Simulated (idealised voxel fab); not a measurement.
process module | voxel self aligned contacts
cross-section cut | 285 nm wide | cells 5 nm
A cross-section is a grid of square cells, given in bands from the top down. A band is one or more rows of cells.
Each band's line starts with the height of the band's top and of its bottom, in nm. Then come its materials from left to right, each with its width in nm. One material with "throughout" fills the band from edge to edge. "air" is empty space.
Height 0 is the level under which the wafer as received is all one material. The lowest band goes on downwards, as in "0 down".
A width such as "30 to 40" changes by the same amount from each row of cells to the next, from the band's top row to its bottom row.
"no change" after a step means that no cell of the cross-section changed.
closed voids: empty space of 8 cells or more with no open way to the top, each as width x height at its distance from the left edge, in nm
after a step's settings: what the simulator itself notes on the step
overlay nm, on a step with a mask: how far to the right of its planned place the mask lay; to the left if negative
plan
1 op RECEIVE | material Si
2 op OXIDIZE | depth nm 5
3 op DIRECTIONAL_DEP | material polySi | thk nm 25
4 op DIRECTIONAL_DEP | material SiN | thk nm 15
5 op DIRECTIONAL_DEP | material aC | thk nm 15
6 op PATTERN | tone cover | mask id GATE | material resist | width nm 25 | pitch nm 55 | thk nm 30 | overlay nm -15
7 op DIRECTIONAL_ETCH | etch materials aC | depth nm 15
8 op STRIP | etch materials resist
9 op DIRECTIONAL_ETCH | etch materials SiN | depth nm 15
10 op DIRECTIONAL_ETCH | etch materials polySi | depth nm 25
11 op STRIP | etch materials aC
12 op CONFORMAL_DEP | material SiN | thk nm 5
13 op DIRECTIONAL_ETCH | etch materials SiN | depth nm 5
14 op FILL_DEP | material SiO2 | thk nm 10
15 op CMP | height nm 45
16 op MASKED_ETCH | tone open | mask id CONTACT | width nm 40 | pitch nm 55 | etch materials SiO2 | depth nm 50 | overlay nm 0
17 op CONFORMAL_DEP | material TiN | thk nm 5
18 op FILL_DEP | material W | thk nm 5
19 op CMP | height nm 45
20 op CONFORMAL_DEP | material SiN | thk nm 5
varied across the wafers: overlay nm of step 6. The plan shows the first wafer's value. All wafers start alike
first wafer as received, after step 1
  0 down: Si throughout
  closed voids: none
each wafer at the end: cells of each material gained (+) or lost (-) since it was received, then its closed voids
overlay nm -15 | -57 Si | +150 SiN | +332 SiO2 | +52 TiN | +18 W | +75 polySi | closed voids: none
overlay nm -10 | -57 Si | +150 SiN | +314 SiO2 | +52 TiN | +36 W | +75 polySi | closed voids: none
overlay nm -5 | -57 Si | +150 SiN | +314 SiO2 | +52 TiN | +36 W | +75 polySi | closed voids: none
overlay nm 0 | -57 Si | +150 SiN | +314 SiO2 | +52 TiN | +36 W | +75 polySi | closed voids: none
overlay nm 5 | -57 Si | +150 SiN | +314 SiO2 | +52 TiN | +36 W | +75 polySi | closed voids: none
overlay nm 10 | -57 Si | +150 SiN | +314 SiO2 | +52 TiN | +36 W | +75 polySi | closed voids: none
overlay nm 15 | -57 Si | +150 SiN | +332 SiO2 | +52 TiN | +18 W | +75 polySi | closed voids: none
